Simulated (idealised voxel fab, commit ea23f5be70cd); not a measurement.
The following is a process module called voxel quadruple lines.
295 nm wide, 5 nm square cells: that's cross-section cut.
Cross-section, as written here: a square-cell grid given band by band from the top down, where a band holds one or more rows of cells.
Read a band's entry like this: the first values are the height of its top and the height of its bottom in nm, and what follows is the sequence of materials from left to right, each with its width in nm. Note that "blank" is empty space, and that a single material marked "everywhere" reaches across the band from edge to edge.
Basically, 0 is our baseline, since under it the wafer straight out of the box is all one material. The bottom band has no lower end and keeps on going down, so it looks like "from 0 down".
Note: "30->40" means the width goes from the first number (top row of the band) to the second number (bottom row) in equal steps per row of cells.
A step reported as "changes: none" is a step in which no cell of the cross-section changed.
"Enclosed void listing" means: voids of 8 cells or more that are shut off from the top with no open way through. Written width x height at distance, distance from the left edge, in nm.
On a step's line, text after the settings is the simulator commenting on that step.
The line of a step may include "overlay nm". On a step with a mask, this value is how far to the right of its planned place the mask lay. A negative value means the mask lay to the left.

# The steps planned for the process are as follows
1. RECEIVE [material Si]
2. CONFORMAL_DEP [material Al2O3] [thk nm 5]
3. DIRECTIONAL_DEP [material TiN] [thk nm 15]
4. DIRECTIONAL_DEP [material polySi] [thk nm 20]
5. DIRECTIONAL_DEP [material aC] [thk nm 20]
6. PATTERN [tone cover] [mask id MANDREL] [material resist] [width nm 20] [thk nm 30] [overlay nm 0]
7. DIRECTIONAL_ETCH [etch materials aC] [depth nm 20]
8. STRIP [etch materials resist]
9. CONFORMAL_DEP [material SiO2] [thk nm 10]
10. DIRECTIONAL_ETCH [etch materials SiO2] [depth nm 10]
11. STRIP [etch materials aC]
12. DIRECTIONAL_ETCH [etch materials polySi] [depth nm 20]
13. STRIP [etch materials SiO2]
14. CONFORMAL_DEP [material SiCN] [thk nm 5]
15. DIRECTIONAL_ETCH [etch materials SiCN] [depth nm 5]
16. STRIP [etch materials polySi]
17. DIRECTIONAL_ETCH [etch materials TiN] [depth nm 15]
18. STRIP [etch materials SiCN]

# As-received state of the wafer in cross-section, equivalent to post-step 1
* from 0 down = Si everywhere
* Enclosed void listing: none

# Run as planned - first of the two wafers cross-sectioned at the end of the module
* from 20 to 5 = blank: 120, TiN: 5, blank: 10, TiN: 5, blank: 10, TiN: 5, blank: 10, TiN: 5, blank: 125
* from 5 to 0 = Al2O3 everywhere
* from 0 down = Si everywhere
* Enclosed void listing: none

# Cross-section at end of module for the second wafer of two, which matched the first in starting point and plan and differed by one mistake in its processing
* from 20 to 5 = blank: 130, TiN: 5, blank: 20, TiN: 5, blank: 135
* from 5 to 0 = Al2O3 everywhere
* from 0 down = Si everywhere
* Enclosed void listing: none
The plan and the run diverged here: planned and actual differ for step 6; actual: PATTERN [tone open] [mask id MANDREL] [material resist] [width nm 20] [thk nm 30] [overlay nm 0]
It is noted that, at the conclusion of processing, the second wafer exhibits a higher or lower cell count for certain materials relative to the first: -6 TiN
